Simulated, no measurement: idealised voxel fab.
process module | voxel transistor to metal
cross-section cut | 285 nm wide | cells 5 nm
A cross-section is a grid of square cells, given in bands from the top down. A band is one or more rows of cells.
Each band's line starts with the height of the band's top and of its bottom, in nm. Then come its materials from left to right, each with its width in nm. One material with "throughout" fills the band from edge to edge. "air" is empty space.
Height 0 is the level under which the wafer as received is all one material. The lowest band goes on downwards, as in "0 down".
A width such as "30 to 40" changes by the same amount from each row of cells to the next, from the band's top row to its bottom row.
"no change" after a step means that no cell of the cross-section changed.
closed voids: empty space of 8 cells or more with no open way to the top, each as width x height at its distance from the left edge, in nm
after a step's settings: what the simulator itself notes on the step
overlay nm, on a step with a mask: how far to the right of its planned place the mask lay; to the left if negative
plan
1 op RECEIVE | material Si
2 op OXIDIZE | depth nm 5
3 op CONFORMAL_DEP | material SiN | thk nm 10
4 op PATTERN | tone cover | mask id ACTIVE | material resist | width nm 110 | pitch nm 135 | thk nm 20 | overlay nm 0
5 op DIRECTIONAL_ETCH | etch materials SiN | depth nm 10
6 op DIRECTIONAL_ETCH | etch materials SiO2 | depth nm 5
7 op DIRECTIONAL_ETCH | etch materials Si | depth nm 30
8 op STRIP | etch materials resist
9 op OXIDIZE | depth nm 5
10 op FILL_DEP | material SiO2 | thk nm 10
11 op CMP | height nm 10
12 op SELECTIVE_ETCH | etch materials SiO2 | depth nm 10
13 op STRIP | etch materials SiN
14 op SELECTIVE_ETCH | etch materials SiO2 | depth nm 5
15 op OXIDIZE | depth nm 5
16 op DIRECTIONAL_DEP | material polySi | thk nm 30
17 op DIRECTIONAL_DEP | material SiCN | thk nm 15
18 op PATTERN | tone cover | mask id GATE | material resist | width nm 30 | pitch nm 135 | thk nm 20 | overlay nm 0
19 op DIRECTIONAL_ETCH | etch materials SiCN | depth nm 25
20 op DIRECTIONAL_ETCH | etch materials polySi | depth nm 40
21 op STRIP | etch materials resist
22 op CONFORMAL_DEP | material SiO2 | thk nm 5
23 op DIRECTIONAL_ETCH | etch materials SiO2 | depth nm 5
24 op CONFORMAL_DEP | material SiN | thk nm 10
25 op DIRECTIONAL_ETCH | etch materials SiN | depth nm 10
26 op DIRECTIONAL_ETCH | etch materials SiO2 | depth nm 5
27 op DIRECTIONAL_ETCH | etch materials Si | depth nm 10
28 op EPI | material pSi | thk nm 10
29 op FILL_DEP | material SiO2 | thk nm 5
30 op CMP | height nm 25
31 op STRIP | etch materials polySi
32 op SELECTIVE_ETCH | etch materials SiO2 | depth nm 5
33 op CONFORMAL_DEP | material HfO2 | thk nm 5
34 op CONFORMAL_DEP | material TiN | thk nm 5
35 op FILL_DEP | material W | thk nm 10
36 op CMP | height nm 20
37 op DIRECTIONAL_DEP | material SiO2 | thk nm 10
38 op MASKED_ETCH | tone open | mask id CONTACT | width nm 15 | etch materials SiO2 | depth nm 40 | overlay nm 0
39 op CONFORMAL_DEP | material TiN | thk nm 5
40 op FILL_DEP | material Ru | thk nm 10
41 op CMP | height nm 30
42 op CONFORMAL_DEP | material SiN | thk nm 5
43 op DIRECTIONAL_DEP | material lowk | thk nm 20
44 op MASKED_ETCH | tone open | mask id METAL_1 | width nm 15 | etch materials lowk | depth nm 20 | overlay nm 0
45 op MASKED_ETCH | tone open | mask id METAL_1 | width nm 15 | etch materials SiN | depth nm 5 | overlay nm 0
46 op CONFORMAL_DEP | material TiN | thk nm 5
47 op FILL_DEP | material Ru | thk nm 10
48 op CMP | height nm 55
49 op CONFORMAL_DEP | material SiCN | thk nm 5
50 op DIRECTIONAL_DEP | material lowk | thk nm 30
51 op PATTERN | tone open | mask id METAL_2 | material resist | width nm 15 | pitch nm 135 | thk nm 15 | overlay nm 0
52 op DIRECTIONAL_ETCH | etch materials lowk | depth nm 20
53 op STRIP | etch materials resist
54 op MASKED_ETCH | tone open | mask id METAL_2_HOLES | width nm 15 | pitch nm 135 | etch materials lowk | depth nm 10 | overlay nm 0
55 op MASKED_ETCH | tone open | mask id METAL_2_HOLES | width nm 15 | pitch nm 135 | etch materials SiCN | depth nm 5 | overlay nm 0
56 op CONFORMAL_DEP | material TiN | thk nm 5
57 op FILL_DEP | material Cu | thk nm 10
58 op CMP | height nm 90
59 op CONFORMAL_DEP | material SiCN | thk nm 5
as received, after step 1
  0 down: Si throughout
  closed voids: none
a wafer at the end: this start, this plan, one mistake
  95 to 90: SiCN throughout
  90 to 85: Cu throughout
  85 to 80: TiN 35 | Cu 5 | TiN 130 | Cu 5 | TiN 110
  80 to 75: lowk 30 | TiN 5 | Cu 5 | TiN 5 | lowk 120 | TiN 5 | Cu 5 | TiN 5 | lowk 105
  75 to 70: lowk 30 | TiN 15 | lowk 120 | TiN 15 | lowk 105
  70 to 60: lowk throughout
  60 to 55: SiCN throughout
  55 to 35: lowk 30 | TiN 5 | Ru 5 | TiN 5 | lowk 60 | TiN 5 | Ru 5 | TiN 5 | lowk 45 | TiN 5 | Ru 5 | TiN 5 | lowk 60 | TiN 5 | Ru 5 | TiN 5 | lowk 30
  35 to 30: SiN 30 | TiN 15 | SiN 60 | TiN 15 | SiN 45 | TiN 15 | SiN 60 | TiN 15 | SiN 30
  30 to 20: SiO2 30 | TiN 5 | Ru 5 | TiN 5 | SiO2 60 | TiN 5 | Ru 5 | TiN 5 | SiO2 45 | TiN 5 | Ru 5 | TiN 5 | SiO2 60 | TiN 5 | Ru 5 | TiN 5 | SiO2 30
  20 to 5: SiO2 30 | TiN 5 | Ru 5 | TiN 5 | SiN 10 | HfO2 5 | TiN 5 | W 20 | TiN 5 | HfO2 5 | SiN 10 | TiN 5 | Ru 5 | TiN 5 | SiO2 45 | TiN 5 | Ru 5 | TiN 5 | SiN 10 | HfO2 5 | TiN 5 | W 20 | TiN 5 | HfO2 5 | SiN 10 | TiN 5 | Ru 5 | TiN 5 | SiO2 30
  5 to 0: SiO2 30 | TiN 15 | SiN 10 | HfO2 5 | TiN 5 | W 20 | TiN 5 | HfO2 5 | SiN 10 | TiN 15 | SiO2 45 | TiN 15 | SiN 10 | HfO2 5 | TiN 5 | W 20 | TiN 5 | HfO2 5 | SiN 10 | TiN 15 | SiO2 30
  0 to -5: SiO2 30 | TiN 5 | pSi 10 | SiN 10 | HfO2 5 | TiN 30 | HfO2 5 | SiN 10 | pSi 10 | TiN 5 | SiO2 45 | TiN 5 | pSi 10 | SiN 10 | HfO2 5 | TiN 30 | HfO2 5 | SiN 10 | pSi 10 | TiN 5 | SiO2 30
  -5 to -10: SiO2 30 | TiN 5 | pSi 10 | SiO2 10 | HfO2 40 | SiO2 10 | pSi 10 | TiN 5 | SiO2 45 | TiN 5 | pSi 10 | SiO2 10 | HfO2 40 | SiO2 10 | pSi 10 | TiN 5 | SiO2 30
  -10 to -20: SiO2 25 | pSi 20 | Si 60 | pSi 20 | SiO2 35 | pSi 20 | Si 60 | pSi 20 | SiO2 25
  -20 to -40: SiO2 25 | Si 100 | SiO2 35 | Si 100 | SiO2 25
  -40 down: Si throughout
  closed voids: none
what went wrong: step 54 ran as: op MASKED_ETCH | tone cover | mask id METAL_2_HOLES | width nm 15 | pitch nm 135 | etch materials lowk | depth nm 10 | overlay nm 0
